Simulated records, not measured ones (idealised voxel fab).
Herein follows the process module entitled voxel double patterning.
For reference, the cross-section in this document is cut, with width 280 nm and square cells of 5 nm.
Think of the cross-section as a grid of square cells. We describe it in bands, top to bottom, and each band covers one or more rows of those cells. This entry defines a band. It first specifies the height of the band's top and the height of its bottom in nm, and then specifies the band's materials from left to right, stating each material with its width in nm. The word "all across" identifies a single material that fills the band from edge to edge, while the word "blank" identifies empty space. Note: height 0 marks the level under which the wafer is uniformly one material as received. Lowest band unbounded below, written "z 0 and below". Graded width ("30->40"): value in top row of band = first number; value in bottom row = second number; row-to-row change constant. "all unchanged" (step): cross-section cells unchanged, all of them. The list in "Non-vented voids" covers empty spaces of 8 cells or more that cannot reach the top through any open way, and it gives each as width x height at distance; the distance is from the left edge, and width, height and distance are in nm. Where a step's line continues beyond its settings, the continuation is a remark by the simulator itself on that step. You can add "overlay nm" to a step's line. For a step with a mask, it describes how far the mask lay to the right of its planned position, and a negative number describes a lay to the left.

**Below is the list of planned process steps**
1,op RECEIVE | material Si
2,op CONFORMAL_DEP | material SiO2 | thk nm 5
3,op DIRECTIONAL_DEP | material W | thk nm 10
4,op DIRECTIONAL_DEP | material SiN | thk nm 10
5,op MASKED_ETCH | tone open | mask id FIRST | width nm 15 | pitch nm 50 | etch materials SiN | depth nm 10 | overlay nm 0
6,op PATTERN | tone open | mask id SECOND | material resist | width nm 15 | pitch nm 50 | thk nm 15 | overlay nm 0
7,op DIRECTIONAL_ETCH | etch materials SiN | depth nm 10
8,op STRIP | etch materials resist
9,op DIRECTIONAL_ETCH | etch materials W | depth nm 10
10,op STRIP | etch materials SiN

**Delivered wafer in cross-section: state after step 1**
	z 0 and below  Si all across
	Non-vented voids: none

**The plan above was carried out on the starting structure above with one mistake, and this cross-section shows the wafer at the end of the module**
	z 15 to 5  blank: 80 | W: 15 | blank: 35 | W: 15 | blank: 35 | W: 15 | blank: 85
	z 5 to 0  SiO2 all across
	z 0 and below  Si all across
	Non-vented voids: none
What was the processing mistake? step 5, actual vs plan mismatch, actual run op MASKED_ETCH | tone cover | mask id FIRST | width nm 15 | pitch nm 50 | etch materials SiN | depth nm 10 | overlay nm 0
